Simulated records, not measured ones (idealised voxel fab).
process module | voxel capacitor over wiring
cross-section cut | 145 nm wide | cells 5 nm
A cross-section is a grid of square cells, given in bands from the top down. A band is one or more rows of cells.
Each band's line starts with the height of the band's top and of its bottom, in nm. Then come its materials from left to right, each with its width in nm. One material with "throughout" fills the band from edge to edge. "air" is empty space.
Height 0 is the level under which the wafer as received is all one material. The lowest band goes on downwards, as in "0 down".
A width such as "30 to 40" changes by the same amount from each row of cells to the next, from the band's top row to its bottom row.
"no change" after a step means that no cell of the cross-section changed.
closed voids: empty space of 8 cells or more with no open way to the top, each as width x height at its distance from the left edge, in nm
after a step's settings: what the simulator itself notes on the step
overlay nm, on a step with a mask: how far to the right of its planned place the mask lay; to the left if negative
plan
1 op RECEIVE | material Si
2 op CONFORMAL_DEP | material SiO2 | thk nm 10
3 op CONFORMAL_DEP | material SiN | thk nm 5
4 op DIRECTIONAL_DEP | material SiO2 | thk nm 15
5 op MASKED_ETCH | tone open | mask id METAL_1 | width nm 20 | pitch nm 85 | etch materials SiO2 | depth nm 15 | overlay nm 0
6 op MASKED_ETCH | tone open | mask id METAL_1 | width nm 20 | pitch nm 85 | etch materials SiN | depth nm 5 | overlay nm -5
7 op CONFORMAL_DEP | material TiN | thk nm 5
8 op FILL_DEP | material W | thk nm 10
9 op CMP | height nm 30
10 op CONFORMAL_DEP | material SiCN | thk nm 5
11 op DIRECTIONAL_DEP | material SiO2 | thk nm 20
12 op DIRECTIONAL_DEP | material aC | thk nm 10
13 op PATTERN | tone open | mask id PLUG_1 | material resist | width nm 15 | thk nm 25 | overlay nm 0
14 op DIRECTIONAL_ETCH | etch materials aC | depth nm 10
15 op STRIP | etch materials resist
16 op DIRECTIONAL_ETCH | etch materials SiO2 | depth nm 20
17 op DIRECTIONAL_ETCH | etch materials SiCN | depth nm 5
18 op STRIP | etch materials aC
19 op EPI | material Ru | thk nm 10
20 op EPI | material Ru | thk nm 10
21 op EPI | material Ru | thk nm 5
22 op DIRECTIONAL_DEP | material TiN | thk nm 5
23 op DIRECTIONAL_DEP | material SiN | thk nm 5
24 op DIRECTIONAL_DEP | material TiN | thk nm 10
25 op MASKED_ETCH | tone cover | mask id UPPER_PLATE | width nm 70 | etch materials TiN | depth nm 10 | overlay nm 0
26 op MASKED_ETCH | tone cover | mask id UPPER_PLATE | width nm 70 | etch materials SiN | depth nm 5 | overlay nm 0
27 op DIRECTIONAL_DEP | material aC | thk nm 15
28 op PATTERN | tone cover | mask id LOWER_PLATE | material resist | width nm 80 | thk nm 35 | overlay nm 0
29 op DIRECTIONAL_ETCH | etch materials aC | depth nm 15
30 op STRIP | etch materials resist
31 op DIRECTIONAL_ETCH | etch materials TiN | depth nm 5
32 op STRIP | etch materials aC
33 op FILL_DEP | material SiO2 | thk nm 15
34 op CMP | height nm 85
35 op MASKED_ETCH | tone open | mask id PLUG_2 | width nm 15 | etch materials SiO2 | depth nm 10 | overlay nm 0
36 op CONFORMAL_DEP | material TiN | thk nm 5
37 op FILL_DEP | material Cu | thk nm 5
38 op CMP | height nm 85
39 op CONFORMAL_DEP | material SiCN | thk nm 5
varied across the wafers: overlay nm of step 6. The plan shows the first wafer's value. All wafers start alike
first wafer as received, after step 1
  0 down: Si throughout
  closed voids: none
each wafer at the end: cells of each material gained (+) or lost (-) since it was received, then its closed voids
overlay nm -5 | +1 Cu | +15 Ru | +55 SiCN | +37 SiN | +335 SiO2 | +69 TiN | +10 W | closed voids: none
overlay nm 0 | +1 Cu | +15 Ru | +55 SiCN | +35 SiN | +335 SiO2 | +69 TiN | +12 W | closed voids: none
overlay nm 5 | +1 Cu | +15 Ru | +55 SiCN | +37 SiN | +335 SiO2 | +69 TiN | +10 W | closed voids: none
